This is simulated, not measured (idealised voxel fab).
The process module presented herein is designated voxel trench capacitor.
In the cross-section labelled cut, the width is 260 nm and each square cell is 5 nm.
When this document writes out a cross-section, it uses a grid of square cells and lists it as bands, beginning at the top and moving down, with a band standing for one or more rows of cells.
For a band, the entry starts with two heights in nm, that of the top and then that of the bottom, and carries on with the band's materials in order from left to right, each alongside its width in nm; the word "everywhere" beside a single material means it fills the band edge to edge, and "air" means empty space.
We count height from 0. Below that, the starting wafer is all one material. The lowest band never ends at the bottom but goes on down; see "0 down" for how that is written.
Read "30->40" as a graded width: first number on top, second number at the bottom, same change between each pair of neighbouring rows.
Reading "left unchanged" for a step: not a cell of the cross-section changed in it.
"Fully sealed voids" - sealed voids, min. 8 cells, no opening to top; format: width x height at distance (distance from left edge; nm throughout).
Read whatever lies past the settings on a step's line as the simulator's own remark about the step.
"overlay nm", when on a step's line for a step with a mask, measures how far to the right of its planned place the mask lay; a negative measure means to the left.

-- Set out below are the planned steps of the process
1) RECEIVE [material Si]
2) CONFORMAL_DEP [material SiN] [thk nm 5]
3) MASKED_ETCH [tone open] [mask id TRENCH] [width nm 15] [pitch nm 40] [etch materials SiN] [depth nm 5] [overlay nm -15]
4) MASKED_ETCH [tone open] [mask id TRENCH] [width nm 15] [pitch nm 40] [etch materials Si] [depth nm 40] [overlay nm 0]
5) CONFORMAL_DEP [material Al2O3] [thk nm 5]
6) FILL_DEP [material polySi] [thk nm 5]
7) CMP [height nm 5]
The plan's step 3 overlay nm is the first wafer's value; the wafers differ in this setting and start identical.

-- Cut through the first of several wafers as received, post step 1
	0 down  Si everywhere
	Fully sealed voids: none

-- At the end of the module, after its last step, step 7, the first of several wafers appears in cross-section as follows
	5 to 0  SiN: 85; Al2O3: 15; SiN: 25; Al2O3: 15; SiN: 120
	0 down  Si everywhere
	Fully sealed voids: none

-- End of module, last wafer sectioned
	5 to 0  SiN: 115; Al2O3: 15; SiN: 25; Al2O3: 15; SiN: 90
	0 down  Si everywhere
	Fully sealed voids: none

-- Where each wafer stands at the end of the module, a row apiece: cells of each material gained (+) or lost (-) since it was received, then closed voids
overlay nm -15 | +6 Al2O3 | +46 SiN | Fully sealed voids: none
overlay nm -10 | +22 Al2O3 | -16 Si | +46 SiN | Fully sealed voids: none
overlay nm -5 | +38 Al2O3 | -32 Si | +46 SiN | Fully sealed voids: none
overlay nm 0 | +38 Al2O3 | -48 Si | +46 SiN | +16 polySi | Fully sealed voids: none
overlay nm 5 | +38 Al2O3 | -32 Si | +46 SiN | Fully sealed voids: none
overlay nm 10 | +22 Al2O3 | -16 Si | +46 SiN | Fully sealed voids: none
overlay nm 15 | +6 Al2O3 | +46 SiN | Fully sealed voids: none
